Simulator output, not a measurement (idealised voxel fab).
process module | voxel fin reveal
cross-section cut | 280 nm wide | cells 5 nm
A cross-section is a grid of square cells, given in bands from the top down. A band is one or more rows of cells.
Each band's line starts with the height of the band's top and of its bottom, in nm. Then come its materials from left to right, each with its width in nm. One material with "throughout" fills the band from edge to edge. "air" is empty space.
Height 0 is the level under which the wafer as received is all one material. The lowest band goes on downwards, as in "0 down".
A width such as "30 to 40" changes by the same amount from each row of cells to the next, from the band's top row to its bottom row.
"no change" after a step means that no cell of the cross-section changed.
closed voids: empty space of 8 cells or more with no open way to the top, each as width x height at its distance from the left edge, in nm
after a step's settings: what the simulator itself notes on the step
overlay nm, on a step with a mask: how far to the right of its planned place the mask lay; to the left if negative
plan
1 op RECEIVE | material Si
2 op CONFORMAL_DEP | material SiN | thk nm 5
3 op MASKED_ETCH | tone cover | mask id FINS | width nm 15 | pitch nm 40 | etch materials SiN | depth nm 5 | overlay nm 0
4 op MASKED_ETCH | tone cover | mask id FINS | width nm 15 | pitch nm 40 | etch materials Si | depth nm 35 | overlay nm 0
5 op OXIDIZE | depth nm 5
6 op FILL_DEP | material SiO2 | thk nm 15
7 op CMP | height nm 5
8 op SELECTIVE_ETCH | etch materials SiO2 | depth nm 30
9 op STRIP | etch materials SiN
as received, after step 1
  0 down: Si throughout
  closed voids: none
first wafer at the end, as planned
  0 to -25: air 95 | Si 5 | air 35 | Si 5 | air 35 | Si 5 | air 100
  -25 to -40: SiO2 95 | Si 5 | SiO2 35 | Si 5 | SiO2 35 | Si 5 | SiO2 100
  -40 down: Si throughout
  closed voids: none
second wafer at the end: like start, like plan, one mistake
  0 to -5: Si 85 | air 25 | Si 15 | air 25 | Si 15 | air 25 | Si 90
  -5 down: Si throughout
  closed voids: none
what went wrong: step 3 ran as: op MASKED_ETCH | tone open | mask id FINS | width nm 15 | pitch nm 40 | etch materials SiN | depth nm 5 | overlay nm 0
at the end the second wafer has, in cells: 409 more of Si | 159 fewer of SiO2
